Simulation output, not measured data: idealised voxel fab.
process module | voxel released beams
cross-section cut | 145 nm wide | cells 5 nm
A cross-section is a grid of square cells, given in bands from the top down. A band is one or more rows of cells.
Each band's line starts with the height of the band's top and of its bottom, in nm. Then come its materials from left to right, each with its width in nm. One material with "throughout" fills the band from edge to edge. "air" is empty space.
Height 0 is the level under which the wafer as received is all one material. The lowest band goes on downwards, as in "0 down".
A width such as "30 to 40" changes by the same amount from each row of cells to the next, from the band's top row to its bottom row.
"no change" after a step means that no cell of the cross-section changed.
closed voids: empty space of 8 cells or more with no open way to the top, each as width x height at its distance from the left edge, in nm
after a step's settings: what the simulator itself notes on the step
overlay nm, on a step with a mask: how far to the right of its planned place the mask lay; to the left if negative
plan
1 op RECEIVE | material Si
2 op CONFORMAL_DEP | material SiN | thk nm 10
3 op DIRECTIONAL_DEP | material SiO2 | thk nm 10
4 op DIRECTIONAL_DEP | material aC | thk nm 10
5 op PATTERN | tone open | mask id ANCHOR | material resist | width nm 30 | thk nm 30 | overlay nm 0
6 op DIRECTIONAL_ETCH | etch materials aC | depth nm 10
7 op STRIP | etch materials resist
8 op DIRECTIONAL_ETCH | etch materials SiO2 | depth nm 10
9 op STRIP | etch materials aC
10 op CONFORMAL_DEP | material TiN | thk nm 10
11 op DIRECTIONAL_DEP | material aC | thk nm 15
12 op PATTERN | tone cover | mask id BEAM | material resist | width nm 90 | thk nm 35 | overlay nm 0
13 op DIRECTIONAL_ETCH | etch materials aC | depth nm 15
14 op STRIP | etch materials resist
15 op DIRECTIONAL_ETCH | etch materials TiN | depth nm 10
16 op STRIP | etch materials aC
17 op STRIP | etch materials SiO2
as received, after step 1
  0 down: Si throughout
  closed voids: none
first wafer at the end, as planned
  30 to 20: air 25 | TiN 15 | air 10 | TiN 65 | air 30
  20 to 10: air 30 | TiN 30 | air 85
  10 to 0: SiN throughout
  0 down: Si throughout
  closed voids: none
second wafer at the end: like start, like plan, one mistake
  30 to 20: air 25 | TiN 15 | air 10 | TiN 70 | air 25
  20 to 10: air 30 | TiN 30 | air 85
  10 to 0: SiN throughout
  0 down: Si throughout
  closed voids: none
what went wrong: step 12 ran as: op PATTERN | tone cover | mask id BEAM | material resist | width nm 95 | thk nm 35 | overlay nm 0
at the end the second wafer has, in cells: 2 more of TiN
